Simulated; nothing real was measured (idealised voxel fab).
The process module presented herein is designated voxel self aligned contacts.
This is section cut - it's 230 nm across, gridded in 5 nm square cells.
Think of the cross-section as a grid of square cells. We describe it in bands, top to bottom, and each band covers one or more rows of those cells. The band entry comprises the height of the band's top followed by the height of its bottom, expressed in nm, and subsequently the band's materials from left to right, each stated together with its width in nm. Where a single material is marked with the word "full width", that material fills the band from edge to edge. The word "air" represents empty space. Height reference: 0 = level under which incoming wafer is all one material. Lowest band: no bottom, runs on downward, e.g. "0 -> down". Note: "30 to 40" means the width goes from the first number (top row of the band) to the second number (bottom row) in equal steps per row of cells. The cross-section has no changed cell in any step marked "no alterations made". Empty spaces without an open route to the top, at least 8 cells in extent, make up the entry "Enclosed empty spaces"; each is given as width x height at distance, where the distance is measured from the left edge, and all are in nm. Anything after a step's settings on that line? It's the simulator's own note about the step. For masked steps, "overlay nm" on the step line gives how far right of plan the mask actually lay; a minus sign means it lay to the left.

This section lists the process steps that were planned:
1 RECEIVE,material Si
2 OXIDIZE,depth nm 5
3 DIRECTIONAL_DEP,material polySi,thk nm 20
4 DIRECTIONAL_DEP,material SiN,thk nm 25
5 PATTERN,tone cover,mask id GATE,material resist,width nm 35,pitch nm 70,thk nm 15,overlay nm 0
6 DIRECTIONAL_ETCH,etch materials SiN,depth nm 25
7 DIRECTIONAL_ETCH,etch materials polySi,depth nm 20
8 STRIP,etch materials resist
9 CONFORMAL_DEP,material SiN,thk nm 10
10 DIRECTIONAL_ETCH,etch materials SiN,depth nm 10
11 FILL_DEP,material SiO2,thk nm 10
12 CMP,height nm 50
13 DIRECTIONAL_DEP,material aC,thk nm 15
14 PATTERN,tone open,mask id CONTACT,material resist,width nm 55,pitch nm 70,thk nm 35,overlay nm 0
15 DIRECTIONAL_ETCH,etch materials aC,depth nm 15
16 STRIP,etch materials resist
17 DIRECTIONAL_ETCH,etch materials SiO2,depth nm 55
18 STRIP,etch materials aC
19 CONFORMAL_DEP,material TiN,thk nm 5
20 FILL_DEP,material W,thk nm 5
21 CMP,height nm 50
22 CONFORMAL_DEP,material SiN,thk nm 5

Received-state cross-section, reflecting completion of step 1:
> 0 -> down = Si full width
> Enclosed empty spaces: none

End-of-module cross-section of the first of two wafers, processed as planned:
> 55 -> 50 = SiN full width
> 50 -> 45 = SiO2 50 nm; TiN 25 nm; W 5 nm; TiN 25 nm; SiO2 15 nm; TiN 25 nm; W 5 nm; TiN 25 nm; SiO2 55 nm
> 45 -> 20 = SiO2 15 nm; SiN 55 nm; TiN 5 nm; W 5 nm; TiN 5 nm; SiN 55 nm; TiN 5 nm; W 5 nm; TiN 5 nm; SiN 55 nm; SiO2 20 nm
> 20 -> 0 = SiO2 15 nm; SiN 10 nm; polySi 35 nm; SiN 10 nm; TiN 5 nm; W 5 nm; TiN 5 nm; SiN 10 nm; polySi 35 nm; SiN 10 nm; TiN 5 nm; W 5 nm; TiN 5 nm; SiN 10 nm; polySi 35 nm; SiN 10 nm; SiO2 20 nm
> 0 -> -5 = SiO2 70 nm; TiN 15 nm; SiO2 55 nm; TiN 15 nm; SiO2 75 nm
> -5 -> down = Si full width
> Enclosed empty spaces: none

Second wafer of the two, sectioned at the end of the module. It began like the first and followed the same plan, but one mistake was made while running it:
> 55 -> 50 = SiN full width
> 50 -> 45 = SiO2 15 nm; SiN 55 nm; TiN 15 nm; SiN 55 nm; TiN 15 nm; SiN 55 nm; SiO2 20 nm
> 45 -> 20 = SiN full width
> 20 -> 0 = polySi full width
> 0 -> -5 = SiO2 full width
> -5 -> down = Si full width
> Enclosed empty spaces: none
Deviation noted in wafer processing: step 4 of the plan saw execution twice
Heads up, by the end the second wafer has more or fewer cells of some materials compared to the first: 50 more of SiN; 74 fewer of SiO2; 56 fewer of TiN; 20 fewer of W; 100 more of polySi
